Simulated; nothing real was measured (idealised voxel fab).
The document below concerns the process module designated voxel wiring stack.
Pictured: cross-section cut, 195 nm wide, on a grid of 5 nm square cells.
Cross-section = grid of square cells, listed top down in bands; band = one or more rows.
Heads up on the band format: heights come first, top then bottom, in nm. After that it's the materials left to right, each with its width in nm. A single material flagged "throughout" fills the whole band edge to edge, and "empty" means there's empty space there.
Heights are reckoned from 0. Under this level, the received wafer is all of one material. The bottommost band is open-ended downward, for example "from 0 down".
It should be noted that a width expressed as "30 to 40" varies in equal increments from row to row of cells within the band, taking the value of the first number at the top row and that of the second number at the bottom row.
The designation "no modification", where it is given for a processing step, indicates that no cell of the cross-section was altered in the course of that step.
Empty spaces without an open route to the top, at least 8 cells in extent, make up the entry "Closed void table"; each is given as width x height at distance, where the distance is measured from the left edge, and all are in nm.
Step line, after settings: the simulator's comment on this step.
For masked steps, "overlay nm" on the step line gives how far right of plan the mask actually lay; a minus sign means it lay to the left.
Process steps (planned)
- 1: RECEIVE: material Si
- 2: CONFORMAL_DEP: material SiO2, thk nm 10
- 3: CONFORMAL_DEP: material SiCN, thk nm 5
- 4: DIRECTIONAL_DEP: material SiO2, thk nm 15
- 5: PATTERN: tone open, mask id METAL_1, material resist, width nm 25, pitch nm 55, thk nm 15, overlay nm 0
- 6: DIRECTIONAL_ETCH: etch materials SiO2, depth nm 15
- 7: DIRECTIONAL_ETCH: etch materials SiCN, depth nm 5
- 8: STRIP: etch materials resist
- 9: CONFORMAL_DEP: material TiN, thk nm 5
- 10: FILL_DEP: material W, thk nm 5
- 11: CMP: height nm 30
- 12: CONFORMAL_DEP: material SiCN, thk nm 5
- 13: DIRECTIONAL_DEP: material lowk, thk nm 15
- 14: PATTERN: tone open, mask id PLUG_1, material resist, width nm 15, pitch nm 55, thk nm 15, overlay nm 0
- 15: DIRECTIONAL_ETCH: etch materials lowk, depth nm 15
- 16: DIRECTIONAL_ETCH: etch materials SiCN, depth nm 5
- 17: STRIP: etch materials resist
- 18: CONFORMAL_DEP: material TiN, thk nm 5
- 19: FILL_DEP: material Ru, thk nm 10
- 20: CMP: height nm 50
- 21: DIRECTIONAL_DEP: material TiN, thk nm 5
- 22: DIRECTIONAL_DEP: material W, thk nm 15
- 23: DIRECTIONAL_DEP: material aC, thk nm 10
- 24: PATTERN: tone cover, mask id METAL_2, material resist, width nm 25, pitch nm 55, thk nm 25, overlay nm 0
- 25: DIRECTIONAL_ETCH: etch materials aC, depth nm 10
- 26: STRIP: etch materials resist
- 27: DIRECTIONAL_ETCH: etch materials W, depth nm 15
- 28: DIRECTIONAL_ETCH: etch materials TiN, depth nm 5
- 29: STRIP: etch materials aC
- 30: CONFORMAL_DEP: material SiN, thk nm 5
- 31: FILL_DEP: material SiO2, thk nm 5
- 32: CMP: height nm 70
- 33: CONFORMAL_DEP: material SiCN, thk nm 5
- 34: DIRECTIONAL_DEP: material lowk, thk nm 25
- 35: MASKED_ETCH: tone open, mask id METAL_3_HOLES, width nm 15, etch materials lowk, depth nm 25, overlay nm 0
- 36: PATTERN: tone open, mask id METAL_3, material resist, width nm 25, pitch nm 55, thk nm 20, overlay nm 0
- 37: DIRECTIONAL_ETCH: etch materials lowk, depth nm 15
- 38: DIRECTIONAL_ETCH: etch materials SiCN, depth nm 5
- 39: STRIP: etch materials resist
- 40: CONFORMAL_DEP: material TiN, thk nm 5
- 41: FILL_DEP: material Cu, thk nm 10
- 42: CMP: height nm 100
- 43: CONFORMAL_DEP: material SiCN, thk nm 5
first wafer, as planned
Cross-section of the wafer at receipt, which is the condition after step 1
  from 0 down | Si throughout
  Closed void table: none
How the wafer stands in section after step 2
  from 10 to 0 | SiO2 throughout
  Everything below 0 is unchanged.
How the wafer stands in section after step 3
  from 15 to 10 | SiCN throughout
  Everything below 10 is unchanged.
How the wafer stands in section after step 4
  from 30 to 15 | SiO2 throughout
  Everything below 15 is unchanged.
How the wafer stands in section after step 5
  from 45 to 30 | resist: 55, empty: 25, resist: 30, empty: 25, resist: 60
  Everything below 30 is unchanged.
How the wafer stands in section after step 6
  from 45 to 30 | resist: 55, empty: 25, resist: 30, empty: 25, resist: 60
  from 30 to 15 | SiO2: 55, empty: 25, SiO2: 30, empty: 25, SiO2: 60
  Everything below 15 is unchanged.
How the wafer stands in section after step 7
  from 45 to 30 | resist: 55, empty: 25, resist: 30, empty: 25, resist: 60
  from 30 to 15 | SiO2: 55, empty: 25, SiO2: 30, empty: 25, SiO2: 60
  from 15 to 10 | SiCN: 55, empty: 25, SiCN: 30, empty: 25, SiCN: 60
  Everything below 10 is unchanged.
How the wafer stands in section after step 8
  from 30 to 15 | SiO2: 55, empty: 25, SiO2: 30, empty: 25, SiO2: 60
  Everything below 15 is unchanged.
How the wafer stands in section after step 9
  from 35 to 30 | TiN: 60, empty: 15, TiN: 40, empty: 15, TiN: 65
  from 30 to 15 | SiO2: 55, TiN: 5, empty: 15, TiN: 5, SiO2: 30, TiN: 5, empty: 15, TiN: 5, SiO2: 60
  from 15 to 10 | SiCN: 55, TiN: 25, SiCN: 30, TiN: 25, SiCN: 60
  Everything below 10 is unchanged.
How the wafer stands in section after step 10
  from 40 to 35 | W throughout
  from 35 to 30 | TiN: 60, W: 15, TiN: 40, W: 15, TiN: 65
  from 30 to 15 | SiO2: 55, TiN: 5, W: 15, TiN: 5, SiO2: 30, TiN: 5, W: 15, TiN: 5, SiO2: 60
  Everything below 15 is unchanged.
How the wafer stands in section after step 11
  from 30 to 15 | SiO2: 55, TiN: 5, W: 15, TiN: 5, SiO2: 30, TiN: 5, W: 15, TiN: 5, SiO2: 60
  Everything below 15 is unchanged.
How the wafer stands in section after step 12
  from 35 to 30 | SiCN throughout
  Everything below 30 is unchanged.
How the wafer stands in section after step 13
  from 50 to 35 | lowk throughout
  Everything below 35 is unchanged.
How the wafer stands in section after step 14
  from 65 to 50 | resist: 55, empty: 15, resist: 40, empty: 15, resist: 70
  Everything below 50 is unchanged.
How the wafer stands in section after step 15
  from 65 to 50 | resist: 55, empty: 15, resist: 40, empty: 15, resist: 70
  from 50 to 35 | lowk: 55, empty: 15, lowk: 40, empty: 15, lowk: 70
  Everything below 35 is unchanged.
How the wafer stands in section after step 16
  from 65 to 50 | resist: 55, empty: 15, resist: 40, empty: 15, resist: 70
  from 50 to 35 | lowk: 55, empty: 15, lowk: 40, empty: 15, lowk: 70
  from 35 to 30 | SiCN: 55, empty: 15, SiCN: 40, empty: 15, SiCN: 70
  Everything below 30 is unchanged.
How the wafer stands in section after step 17
  from 50 to 35 | lowk: 55, empty: 15, lowk: 40, empty: 15, lowk: 70
  Everything below 35 is unchanged.
How the wafer stands in section after step 18
  from 55 to 50 | TiN: 60, empty: 5, TiN: 50, empty: 5, TiN: 75
  from 50 to 35 | lowk: 55, TiN: 5, empty: 5, TiN: 5, lowk: 40, TiN: 5, empty: 5, TiN: 5, lowk: 70
  from 35 to 30 | SiCN: 55, TiN: 15, SiCN: 40, TiN: 15, SiCN: 70
  Everything below 30 is unchanged.
How the wafer stands in section after step 19
  from 65 to 55 | Ru throughout
  from 55 to 50 | TiN: 60, Ru: 5, TiN: 50, Ru: 5, TiN: 75
  from 50 to 35 | lowk: 55, TiN: 5, Ru: 5, TiN: 5, lowk: 40, TiN: 5, Ru: 5, TiN: 5, lowk: 70
  Everything below 35 is unchanged.
How the wafer stands in section after step 20
  from 50 to 35 | lowk: 55, TiN: 5, Ru: 5, TiN: 5, lowk: 40, TiN: 5, Ru: 5, TiN: 5, lowk: 70
  Everything below 35 is unchanged.
How the wafer stands in section after step 21
  from 55 to 50 | TiN throughout
  Everything below 50 is unchanged.
How the wafer stands in section after step 22
  from 70 to 55 | W throughout
  Everything below 55 is unchanged.
How the wafer stands in section after step 23
  from 80 to 70 | aC throughout
  Everything below 70 is unchanged.
How the wafer stands in section after step 24
  from 105 to 80 | empty: 55, resist: 25, empty: 30, resist: 25, empty: 60
  Everything below 80 is unchanged.
How the wafer stands in section after step 25
  from 95 to 80 | empty: 55, resist: 25, empty: 30, resist: 25, empty: 60
  from 80 to 70 | empty: 55, aC: 25, empty: 30, aC: 25, empty: 60
  Everything below 70 is unchanged.
How the wafer stands in section after step 26
  from 80 to 70 | empty: 55, aC: 25, empty: 30, aC: 25, empty: 60
  Everything below 70 is unchanged.
How the wafer stands in section after step 27
  from 80 to 70 | empty: 55, aC: 25, empty: 30, aC: 25, empty: 60
  from 70 to 55 | empty: 55, W: 25, empty: 30, W: 25, empty: 60
  Everything below 55 is unchanged.
How the wafer stands in section after step 28
  from 80 to 70 | empty: 55, aC: 25, empty: 30, aC: 25, empty: 60
  from 70 to 55 | empty: 55, W: 25, empty: 30, W: 25, empty: 60
  from 55 to 50 | empty: 55, TiN: 25, empty: 30, TiN: 25, empty: 60
  Everything below 50 is unchanged.
How the wafer stands in section after step 29
  from 70 to 55 | empty: 55, W: 25, empty: 30, W: 25, empty: 60
  Everything below 55 is unchanged.
How the wafer stands in section after step 30
  from 75 to 70 | empty: 50, SiN: 35, empty: 20, SiN: 35, empty: 55
  from 70 to 55 | empty: 50, SiN: 5, W: 25, SiN: 5, empty: 20, SiN: 5, W: 25, SiN: 5, empty: 55
  from 55 to 50 | SiN: 55, TiN: 25, SiN: 30, TiN: 25, SiN: 60
  Everything below 50 is unchanged.
How the wafer stands in section after step 31
  from 80 to 75 | SiO2 throughout
  from 75 to 70 | SiO2: 50, SiN: 35, SiO2: 20, SiN: 35, SiO2: 55
  from 70 to 55 | SiO2: 50, SiN: 5, W: 25, SiN: 5, SiO2: 20, SiN: 5, W: 25, SiN: 5, SiO2: 55
  Everything below 55 is unchanged.
How the wafer stands in section after step 32
  from 70 to 55 | SiO2: 50, SiN: 5, W: 25, SiN: 5, SiO2: 20, SiN: 5, W: 25, SiN: 5, SiO2: 55
  Everything below 55 is unchanged.
How the wafer stands in section after step 33
  from 75 to 70 | SiCN throughout
  Everything below 70 is unchanged.
How the wafer stands in section after step 34
  from 100 to 75 | lowk throughout
  Everything below 75 is unchanged.
How the wafer stands in section after step 35
  from 100 to 75 | lowk: 55, empty: 15, lowk: 125
  Everything below 75 is unchanged.
How the wafer stands in section after step 36
  from 120 to 100 | resist: 55, empty: 25, resist: 30, empty: 25, resist: 60
  Everything below 100 is unchanged.
How the wafer stands in section after step 37
  from 120 to 100 | resist: 55, empty: 25, resist: 30, empty: 25, resist: 60
  from 100 to 85 | lowk: 55, empty: 25, lowk: 30, empty: 25, lowk: 60
  Everything below 85 is unchanged.
How the wafer stands in section after step 38
  from 120 to 100 | resist: 55, empty: 25, resist: 30, empty: 25, resist: 60
  from 100 to 85 | lowk: 55, empty: 25, lowk: 30, empty: 25, lowk: 60
  from 85 to 75 | lowk: 55, empty: 15, lowk: 125
  from 75 to 70 | SiCN: 55, empty: 15, SiCN: 125
  Everything below 70 is unchanged.
How the wafer stands in section after step 39
  from 100 to 85 | lowk: 55, empty: 25, lowk: 30, empty: 25, lowk: 60
  Everything below 85 is unchanged.
How the wafer stands in section after step 40
  from 105 to 100 | TiN: 60, empty: 15, TiN: 40, empty: 15, TiN: 65
  from 100 to 90 | lowk: 55, TiN: 5, empty: 15, TiN: 5, lowk: 30, TiN: 5, empty: 15, TiN: 5, lowk: 60
  from 90 to 85 | lowk: 55, TiN: 5, empty: 5, TiN: 15, lowk: 30, TiN: 25, lowk: 60
  from 85 to 75 | lowk: 55, TiN: 5, empty: 5, TiN: 5, lowk: 125
  from 75 to 70 | SiCN: 55, TiN: 15, SiCN: 125
  Everything below 70 is unchanged.
How the wafer stands in section after step 41
  from 115 to 105 | Cu throughout
  from 105 to 100 | TiN: 60, Cu: 15, TiN: 40, Cu: 15, TiN: 65
  from 100 to 90 | lowk: 55, TiN: 5, Cu: 15, TiN: 5, lowk: 30, TiN: 5, Cu: 15, TiN: 5, lowk: 60
  from 90 to 85 | lowk: 55, TiN: 5, Cu: 5, TiN: 15, lowk: 30, TiN: 25, lowk: 60
  from 85 to 75 | lowk: 55, TiN: 5, Cu: 5, TiN: 5, lowk: 125
  Everything below 75 is unchanged.
How the wafer stands in section after step 42
  from 100 to 90 | lowk: 55, TiN: 5, Cu: 15, TiN: 5, lowk: 30, TiN: 5, Cu: 15, TiN: 5, lowk: 60
  Everything below 90 is unchanged.
How the wafer stands in section after step 43
  from 105 to 100 | SiCN throughout
  Everything below 100 is unchanged.
Wafer two. Same start, same plan, one slip in execution. Same as wafer one through step 35, inclusive
Second wafer shown in cross-section at the time step 36 was slated to end
  from 120 to 100 | resist: 50, empty: 25, resist: 30, empty: 25, resist: 65
  Everything below 100 is unchanged.
Second wafer shown in cross-section at the time step 37 was slated to end
  from 120 to 100 | resist: 50, empty: 25, resist: 30, empty: 25, resist: 65
  from 100 to 85 | lowk: 50, empty: 25, lowk: 30, empty: 25, lowk: 65
  Everything below 85 is unchanged.
Second wafer shown in cross-section at the time step 38 was slated to end
  from 120 to 100 | resist: 50, empty: 25, resist: 30, empty: 25, resist: 65
  from 100 to 85 | lowk: 50, empty: 25, lowk: 30, empty: 25, lowk: 65
  from 85 to 75 | lowk: 55, empty: 15, lowk: 125
  from 75 to 70 | SiCN: 55, empty: 15, SiCN: 125
  Everything below 70 is unchanged.
Second wafer shown in cross-section at the time step 39 was slated to end
  from 100 to 85 | lowk: 50, empty: 25, lowk: 30, empty: 25, lowk: 65
  Everything below 85 is unchanged.
Second wafer shown in cross-section at the time step 40 was slated to end
  from 105 to 100 | TiN: 55, empty: 15, TiN: 40, empty: 15, TiN: 70
  from 100 to 90 | lowk: 50, TiN: 5, empty: 15, TiN: 5, lowk: 30, TiN: 5, empty: 15, TiN: 5, lowk: 65
  from 90 to 85 | lowk: 50, TiN: 10, empty: 5, TiN: 10, lowk: 30, TiN: 25, lowk: 65
  from 85 to 75 | lowk: 55, TiN: 5, empty: 5, TiN: 5, lowk: 125
  from 75 to 70 | SiCN: 55, TiN: 15, SiCN: 125
  Everything below 70 is unchanged.
Second wafer shown in cross-section at the time step 41 was slated to end
  from 115 to 105 | Cu throughout
  from 105 to 100 | TiN: 55, Cu: 15, TiN: 40, Cu: 15, TiN: 70
  from 100 to 90 | lowk: 50, TiN: 5, Cu: 15, TiN: 5, lowk: 30, TiN: 5, Cu: 15, TiN: 5, lowk: 65
  from 90 to 85 | lowk: 50, TiN: 10, Cu: 5, TiN: 10, lowk: 30, TiN: 25, lowk: 65
  from 85 to 75 | lowk: 55, TiN: 5, Cu: 5, TiN: 5, lowk: 125
  Everything below 75 is unchanged.
Second wafer shown in cross-section at the time step 42 was slated to end
  from 100 to 90 | lowk: 50, TiN: 5, Cu: 15, TiN: 5, lowk: 30, TiN: 5, Cu: 15, TiN: 5, lowk: 65
  Everything below 90 is unchanged.
Second wafer shown in cross-section at the time step 43 was slated to end
  from 105 to 100 | SiCN throughout
  Everything below 100 is unchanged.
Nonconformance to the process plan: step 36 did not use the planned setting and instead ran as PATTERN: tone open, mask id METAL_3, material resist, width nm 25, pitch nm 55, thk nm 20, overlay nm -5
Comparing end states, the material composition by cell count is preserved from the first wafer to the second, while the locations of the cells are not.
